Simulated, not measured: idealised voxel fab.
Process module, titled voxel ribs on slabs
Section cut is 195 nm wide and gridded with 5 nm square cells.
Cross-section format: a grid of square cells, given as bands from top to bottom; each band is one or more rows of cells.
For a band, the entry starts with two heights in nm, that of the top and then that of the bottom, and carries on with the band's materials in order from left to right, each alongside its width in nm; the word "edge to edge" beside a single material means it fills the band edge to edge, and "air" means empty space.
Counting heights begins at 0, where everything beneath is, in the wafer as received, one material. The lowest band has no bottom; it goes on downwards, as "0 -> down" shows.
With a width like "30->40", each row of cells in the band differs from the next by the same amount, the top row carrying the first number and the bottom row the second.
Reading "changes: none" for a step: not a cell of the cross-section changed in it.
"Enclosed cavity list" means: voids of 8 cells or more that are shut off from the top with no open way through. Written width x height at distance, distance from the left edge, in nm.
On each step's line, the part that comes after the settings is the simulator's own comment on the step.
Among the settings permitted on a step's line is "overlay nm"; applied to a step with a mask, it specifies the extent to which the mask lay to the right of its planned position, whereas a negative figure signifies a position to the left.
-- These are the steps we planned for the process
1,op RECEIVE | material Si
2,op DIRECTIONAL_DEP | material SiO2 | thk nm 25
3,op DIRECTIONAL_DEP | material SiN | thk nm 20
4,op DIRECTIONAL_DEP | material aC | thk nm 15
5,op PATTERN | tone cover | mask id RIB | material resist | width nm 25 | thk nm 30 | overlay nm 0
6,op DIRECTIONAL_ETCH | etch materials aC | depth nm 15
7,op STRIP | etch materials resist
8,op DIRECTIONAL_ETCH | etch materials SiN | depth nm 5
9,op STRIP | etch materials aC
10,op MASKED_ETCH | tone cover | mask id SLAB | width nm 75 | etch materials SiN | depth nm 15 | overlay nm 0
11,op FILL_DEP | material SiO2 | thk nm 20
12,op CMP | height nm 60
13,op DIRECTIONAL_DEP | material W | thk nm 5
14,op PATTERN | tone cover | mask id HEATER | material resist | width nm 35 | thk nm 20 | overlay nm 0
15,op DIRECTIONAL_ETCH | etch materials W | depth nm 5
16,op STRIP | etch materials resist
17,op CONFORMAL_DEP | material SiO2 | thk nm 10
-- Shown in cross-section is the wafer as received, that is, as it stands after step 1
    0 -> down | Si edge to edge
    Enclosed cavity list: none
-- first wafer at the end, as planned
    75 -> 70 | air=70 / SiO2=55 / air=70
    70 -> 65 | SiO2 edge to edge
    65 -> 60 | SiO2=80 / W=35 / SiO2=80
    60 -> 45 | SiO2 edge to edge
    45 -> 40 | SiO2=85 / SiN=25 / SiO2=85
    40 -> 25 | SiO2=60 / SiN=75 / SiO2=60
    25 -> 0 | SiO2 edge to edge
    0 -> down | Si edge to edge
    Enclosed cavity list: none
-- This cross-section belongs to the second wafer of two at the end of the module; the start and the plan were shared with the first, and the run included one mistake
    65 -> 60 | air=80 / W=35 / air=80
    60 -> 45 | SiO2 edge to edge
    45 -> 40 | SiO2=85 / SiN=25 / SiO2=85
    40 -> 25 | SiO2=60 / SiN=75 / SiO2=60
    25 -> 0 | SiO2 edge to edge
    0 -> down | Si edge to edge
    Enclosed cavity list: none
Plan not followed: step 17 of the plan never got run, it was skipped over
Bottom line after processing is that, in cells, the second wafer is up or down on some materials versus the first: -82 SiO2
